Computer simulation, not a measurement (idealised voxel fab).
You're looking at the process module voxel wiring stack.
For reference, the cross-section in this document is cut, with width 260 nm and square cells of 5 nm.
If you're reading a cross-section in this doc, picture square cells in a grid; it comes to you as bands, top ones listed first down to the bottom, and a band can be one or more rows of cells.
Per band: top height and bottom height in nm, followed by the left-to-right materials and their widths in nm; "throughout" marks a single material spanning edge to edge, "empty" marks empty space.
Height is counted from the level 0, under which the received wafer is composed throughout of one material. The lowest of the bands is not closed at the bottom but continues downward, in the notation "z 0 and below".
When a width is written as two numbers, as in "30 to 40", the first number is the width in the top row of cells of the band and the second is the width in its bottom row, and the width changes by the same amount from each row to the next.
Step note "all unchanged" = no cross-section cell changed.
Any empty space of 8 cells or more lacking an open way to the top shows up in "Enclosed void list" as width x height at distance, distance from the left edge, in nm.
Note: text after step settings on the step line = simulator remark on that step.
For masked steps, "overlay nm" on the step line gives how far right of plan the mask actually lay; a minus sign means it lay to the left.

These are the steps we planned for the process
| 1 | RECEIVE,material Si |
| 2 | CONFORMAL_DEP,material SiO2,thk nm 15 |
| 3 | CONFORMAL_DEP,material SiN,thk nm 5 |
| 4 | DIRECTIONAL_DEP,material SiO2,thk nm 15 |
| 5 | PATTERN,tone open,mask id METAL_1,material resist,width nm 30,pitch nm 60,thk nm 15,overlay nm 0 |
| 6 | DIRECTIONAL_ETCH,etch materials SiO2,depth nm 15 |
| 7 | DIRECTIONAL_ETCH,etch materials SiN,depth nm 5 |
| 8 | STRIP,etch materials resist |
| 9 | CONFORMAL_DEP,material TiN,thk nm 5 |
| 10 | FILL_DEP,material W,thk nm 5 |
| 11 | CMP,height nm 35 |
| 12 | EPI,material Ru,thk nm 5 |
| 13 | FILL_DEP,material SiCN,thk nm 5 |
| 14 | DIRECTIONAL_DEP,material lowk,thk nm 30 |
| 15 | DIRECTIONAL_DEP,material aC,thk nm 10 |
| 16 | PATTERN,tone open,mask id METAL_2,material resist,width nm 30,pitch nm 60,thk nm 25,overlay nm 0 |
| 17 | DIRECTIONAL_ETCH,etch materials aC,depth nm 10 |
| 18 | STRIP,etch materials resist |
| 19 | DIRECTIONAL_ETCH,etch materials lowk,depth nm 20 |
| 20 | STRIP,etch materials aC |
| 21 | DIRECTIONAL_DEP,material aC,thk nm 15 |
| 22 | PATTERN,tone open,mask id METAL_2_HOLES,material resist,width nm 15,pitch nm 120,thk nm 30,overlay nm 0 |
| 23 | DIRECTIONAL_ETCH,etch materials aC,depth nm 15 |
| 24 | STRIP,etch materials resist |
| 25 | DIRECTIONAL_ETCH,etch materials lowk,depth nm 10 |
| 26 | DIRECTIONAL_ETCH,etch materials SiCN,depth nm 5 |
| 27 | STRIP,etch materials aC |
| 28 | CONFORMAL_DEP,material TiN,thk nm 5 |
| 29 | FILL_DEP,material Cu,thk nm 5 |
| 30 | CMP,height nm 75 |
| 31 | CONFORMAL_DEP,material SiCN,thk nm 5 |
| 32 | DIRECTIONAL_DEP,material lowk,thk nm 15 |
| 33 | MASKED_ETCH,tone open,mask id PLUG_2,width nm 15,pitch nm 120,etch materials lowk,depth nm 15,overlay nm 0 |
| 34 | MASKED_ETCH,tone open,mask id PLUG_2,width nm 15,pitch nm 120,etch materials SiCN,depth nm 5,overlay nm 0 |
| 35 | EPI,material Ru,thk nm 10 |
| 36 | EPI,material Ru,thk nm 10 |
| 37 | DIRECTIONAL_DEP,material TiN,thk nm 5 |
| 38 | DIRECTIONAL_DEP,material Ru,thk nm 25 |
| 39 | MASKED_ETCH,tone cover,mask id METAL_3,width nm 30,pitch nm 60,etch materials Ru,depth nm 25,overlay nm 0 |
| 40 | MASKED_ETCH,tone cover,mask id METAL_3,width nm 30,pitch nm 60,etch materials TiN,depth nm 5,overlay nm 0 |
| 41 | CONFORMAL_DEP,material SiN,thk nm 5 |
| 42 | FILL_DEP,material SiO2,thk nm 5 |
| 43 | CMP,height nm 125 |
| 44 | CONFORMAL_DEP,material SiN,thk nm 5 |

As-received wafer cross-section (after step 1)
  z 0 and below: Si throughout
  Enclosed void list: none

As-planned run: cross-section of the first of two wafers at end of module
  z 130 to 125: SiN throughout
  z 125 to 100: SiO2 50 nm, then SiN 5 nm, then Ru 30 nm, then SiN 5 nm, then SiO2 20 nm, then SiN 5 nm, then Ru 30 nm, then SiN 5 nm, then SiO2 20 nm, then SiN 5 nm, then Ru 30 nm, then SiN 5 nm, then SiO2 50 nm
  z 100 to 95: SiN 55 nm, then TiN 30 nm, then SiN 30 nm, then TiN 30 nm, then SiN 30 nm, then TiN 30 nm, then SiN 55 nm
  z 95 to 80: lowk 55 nm, then Ru 15 nm, then lowk 105 nm, then Ru 15 nm, then lowk 70 nm
  z 80 to 75: SiCN 55 nm, then Ru 15 nm, then SiCN 105 nm, then Ru 15 nm, then SiCN 70 nm
  z 75 to 60: lowk 55 nm, then TiN 5 nm, then Cu 20 nm, then TiN 5 nm, then lowk 30 nm, then TiN 5 nm, then Cu 20 nm, then TiN 5 nm, then lowk 30 nm, then TiN 5 nm, then Cu 20 nm, then TiN 5 nm, then lowk 55 nm
  z 60 to 55: lowk 55 nm, then TiN 5 nm, then Cu 5 nm, then TiN 20 nm, then lowk 30 nm, then TiN 30 nm, then lowk 30 nm, then TiN 5 nm, then Cu 5 nm, then TiN 20 nm, then lowk 55 nm
  z 55 to 45: lowk 55 nm, then TiN 5 nm, then Cu 5 nm, then TiN 5 nm, then lowk 105 nm, then TiN 5 nm, then Cu 5 nm, then TiN 5 nm, then lowk 70 nm
  z 45 to 40: SiCN 55 nm, then TiN 15 nm, then SiCN 105 nm, then TiN 15 nm, then SiCN 70 nm
  z 40 to 35: SiCN 50 nm, then Ru 40 nm, then SiCN 20 nm, then Ru 40 nm, then SiCN 20 nm, then Ru 40 nm, then SiCN 50 nm
  z 35 to 20: SiO2 55 nm, then TiN 5 nm, then W 20 nm, then TiN 5 nm, then SiO2 30 nm, then TiN 5 nm, then W 20 nm, then TiN 5 nm, then SiO2 30 nm, then TiN 5 nm, then W 20 nm, then TiN 5 nm, then SiO2 55 nm
  z 20 to 15: SiN 55 nm, then TiN 30 nm, then SiN 30 nm, then TiN 30 nm, then SiN 30 nm, then TiN 30 nm, then SiN 55 nm
  z 15 to 0: SiO2 throughout
  z 0 and below: Si throughout
  Enclosed void list: none

Cross-section at end of module for the second wafer of two, which matched the first in starting point and plan and differed by one mistake in its processing
  z 130 to 125: SiN throughout
  z 125 to 115: SiO2 50 nm, then SiN 5 nm, then Ru 15 nm, then SiN 5 nm, then SiO2 95 nm, then SiN 5 nm, then Ru 15 nm, then SiN 5 nm, then SiO2 65 nm
  z 115 to 110: SiO2 50 nm, then SiN 5 nm, then Ru 15 nm, then SiN 20 nm, then SiO2 20 nm, then SiN 40 nm, then SiO2 20 nm, then SiN 5 nm, then Ru 15 nm, then SiN 20 nm, then SiO2 50 nm
  z 110 to 100: SiO2 50 nm, then SiN 5 nm, then Ru 30 nm, then SiN 5 nm, then SiO2 20 nm, then SiN 5 nm, then Ru 30 nm, then SiN 5 nm, then SiO2 20 nm, then SiN 5 nm, then Ru 30 nm, then SiN 5 nm, then SiO2 50 nm
  z 100 to 95: SiO2 50 nm, then SiN 5 nm, then TiN 15 nm, then Ru 15 nm, then SiN 5 nm, then SiO2 20 nm, then SiN 5 nm, then Ru 30 nm, then SiN 5 nm, then SiO2 20 nm, then SiN 5 nm, then TiN 15 nm, then Ru 15 nm, then SiN 5 nm, then SiO2 50 nm
  z 95 to 85: SiO2 50 nm, then SiN 5 nm, then lowk 15 nm, then Ru 15 nm, then SiN 5 nm, then SiO2 20 nm, then SiN 5 nm, then Ru 30 nm, then SiN 5 nm, then SiO2 20 nm, then SiN 5 nm, then lowk 15 nm, then Ru 15 nm, then SiN 5 nm, then SiO2 50 nm
  z 85 to 80: SiN 55 nm, then lowk 15 nm, then TiN 15 nm, then SiN 30 nm, then TiN 30 nm, then SiN 30 nm, then lowk 15 nm, then TiN 15 nm, then SiN 55 nm
  z 80 to 75: SiCN throughout
  z 75 to 60: lowk 55 nm, then TiN 5 nm, then Cu 20 nm, then TiN 5 nm, then lowk 30 nm, then TiN 5 nm, then Cu 20 nm, then TiN 5 nm, then lowk 30 nm, then TiN 5 nm, then Cu 20 nm, then TiN 5 nm, then lowk 55 nm
  z 60 to 55: lowk 55 nm, then TiN 5 nm, then Cu 5 nm, then TiN 20 nm, then lowk 30 nm, then TiN 30 nm, then lowk 30 nm, then TiN 5 nm, then Cu 5 nm, then TiN 20 nm, then lowk 55 nm
  z 55 to 45: lowk 55 nm, then TiN 5 nm, then Cu 5 nm, then TiN 5 nm, then lowk 105 nm, then TiN 5 nm, then Cu 5 nm, then TiN 5 nm, then lowk 70 nm
  z 45 to 40: SiCN 55 nm, then TiN 15 nm, then SiCN 105 nm, then TiN 15 nm, then SiCN 70 nm
  z 40 to 35: SiCN 50 nm, then Ru 40 nm, then SiCN 20 nm, then Ru 40 nm, then SiCN 20 nm, then Ru 40 nm, then SiCN 50 nm
  z 35 to 20: SiO2 55 nm, then TiN 5 nm, then W 20 nm, then TiN 5 nm, then SiO2 30 nm, then TiN 5 nm, then W 20 nm, then TiN 5 nm, then SiO2 30 nm, then TiN 5 nm, then W 20 nm, then TiN 5 nm, then SiO2 55 nm
  z 20 to 15: SiN 55 nm, then TiN 30 nm, then SiN 30 nm, then TiN 30 nm, then SiN 30 nm, then TiN 30 nm, then SiN 55 nm
  z 15 to 0: SiO2 throughout
  z 0 and below: Si throughout
  Enclosed void list: none
Misprocessing identified: step 33 did not happen as planned, as run it was MASKED_ETCH,tone cover,mask id PLUG_2,width nm 15,pitch nm 120,etch materials lowk,depth nm 15,overlay nm 0
FYI, end of process, the second wafer has more or fewer cells of some materials than the first: -24 Ru; +6 SiCN; +26 SiN; +112 SiO2; -120 lowk
